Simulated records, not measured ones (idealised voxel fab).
Process module in this document: voxel capacitor over wiring
Shown is cross-section cut, with a width of 240 nm and square cells of size 5 nm.
A cross-section is a grid of square cells, given in bands from the top down. A band is one or more rows of cells. Band: top and bottom heights (nm) first, top before bottom; then materials from left to right, widths in nm. "full width" marks a sole material filling the band edge to edge. "blank" denotes empty space. We count height from 0. Below that, the starting wafer is all one material. The lowest band never ends at the bottom but goes on down; see "0 nm and below" for how that is written. Width "30 to 40": first value at the band's top row of cells, second value at its bottom row, equal change from row to row. No cell of the cross-section changed in a step that is given as "nothing different". In the "Trapped void list" entry, you get each enclosed empty space of 8 cells or more, one with no open way to the top, written width x height at distance, distance from the left edge, in nm. Text after the settings on a step's line: the simulator's own remark on that step. The optional step-line setting "overlay nm" applies to steps with a mask and quantifies how far to the right of its planned location the mask lay, a negative value indicating leftward placement.

## The planned process steps are enumerated hereunder
1) RECEIVE | material Si
2) CONFORMAL_DEP | material SiO2 | thk nm 15
3) DIRECTIONAL_DEP | material TiN | thk nm 5
4) DIRECTIONAL_DEP | material Ru | thk nm 25
5) DIRECTIONAL_DEP | material aC | thk nm 15
6) PATTERN | tone cover | mask id METAL_1 | material resist | width nm 20 | pitch nm 75 | thk nm 35 | overlay nm 0
7) DIRECTIONAL_ETCH | etch materials aC | depth nm 15
8) STRIP | etch materials resist
9) DIRECTIONAL_ETCH | etch materials Ru | depth nm 25
10) DIRECTIONAL_ETCH | etch materials TiN | depth nm 5
11) STRIP | etch materials aC
12) CONFORMAL_DEP | material SiCN | thk nm 5
13) FILL_DEP | material lowk | thk nm 5
14) CMP | height nm 45
15) CONFORMAL_DEP | material SiCN | thk nm 5
16) DIRECTIONAL_DEP | material SiO2 | thk nm 15
17) PATTERN | tone open | mask id PLUG_1 | material resist | width nm 15 | thk nm 20 | overlay nm 0
18) DIRECTIONAL_ETCH | etch materials SiO2 | depth nm 15
19) DIRECTIONAL_ETCH | etch materials SiCN | depth nm 5
20) STRIP | etch materials resist
21) CONFORMAL_DEP | material TiN | thk nm 5
22) FILL_DEP | material Ru | thk nm 5
23) CMP | height nm 65
24) DIRECTIONAL_DEP | material TiN | thk nm 10
25) DIRECTIONAL_DEP | material HfO2 | thk nm 5
26) DIRECTIONAL_DEP | material TiN | thk nm 5
27) MASKED_ETCH | tone cover | mask id UPPER_PLATE | width nm 60 | etch materials TiN | depth nm 5 | overlay nm 0
28) MASKED_ETCH | tone cover | mask id UPPER_PLATE | width nm 60 | etch materials HfO2 | depth nm 5 | overlay nm 0
29) PATTERN | tone cover | mask id LOWER_PLATE | material resist | width nm 70 | thk nm 15 | overlay nm 0
30) DIRECTIONAL_ETCH | etch materials TiN | depth nm 10
31) STRIP | etch materials resist
32) FILL_DEP | material SiO2 | thk nm 20
33) CMP | height nm 100
34) DIRECTIONAL_DEP | material aC | thk nm 10
35) PATTERN | tone open | mask id PLUG_2 | material resist | width nm 15 | thk nm 30 | overlay nm 0
36) DIRECTIONAL_ETCH | etch materials aC | depth nm 10
37) STRIP | etch materials resist
38) DIRECTIONAL_ETCH | etch materials SiO2 | depth nm 15
39) STRIP | etch materials aC
40) CONFORMAL_DEP | material TiN | thk nm 5
41) FILL_DEP | material W | thk nm 5
42) CMP | height nm 100
43) CONFORMAL_DEP | material SiCN | thk nm 5

## Incoming wafer, cross-sectional view, post step 1
- 0 nm and below | Si full width
- Trapped void list: none

## The plan above was carried out on the starting structure above with one mistake, and this cross-section shows the wafer at the end of the module
- 105 nm to 100 nm | SiCN full width
- 100 nm to 90 nm | 85 of SiO2, 5 of TiN, 5 of W, 5 of TiN, 140 of SiO2
- 90 nm to 80 nm | 85 to 75 of SiO2, 15 to 60 of TiN, 140 to 105 of SiO2
- 80 nm to 75 nm | 75 of SiO2, 60 of HfO2, 105 of SiO2
- 75 nm to 65 nm | 70 of SiO2, 70 of TiN, 100 of SiO2
- 65 nm to 50 nm | 70 of Ru, 5 of TiN, 15 of SiO2, 5 of TiN, 145 of Ru
- 50 nm to 45 nm | 75 of TiN, 15 of SiCN, 150 of TiN
- 45 nm to 20 nm | 65 of lowk, 5 of SiCN, 20 of Ru, 5 of SiCN, 45 of lowk, 5 of SiCN, 20 of Ru, 5 of SiCN, 70 of lowk
- 20 nm to 15 nm | 70 of SiCN, 20 of TiN, 55 of SiCN, 20 of TiN, 75 of SiCN
- 15 nm to 0 nm | SiO2 full width
- 0 nm and below | Si full width
- Trapped void list: none
Misprocessing identified: heads up, step 17 didn't go per plan, it actually ran as PATTERN | tone cover | mask id PLUG_1 | material resist | width nm 15 | thk nm 20 | overlay nm 0
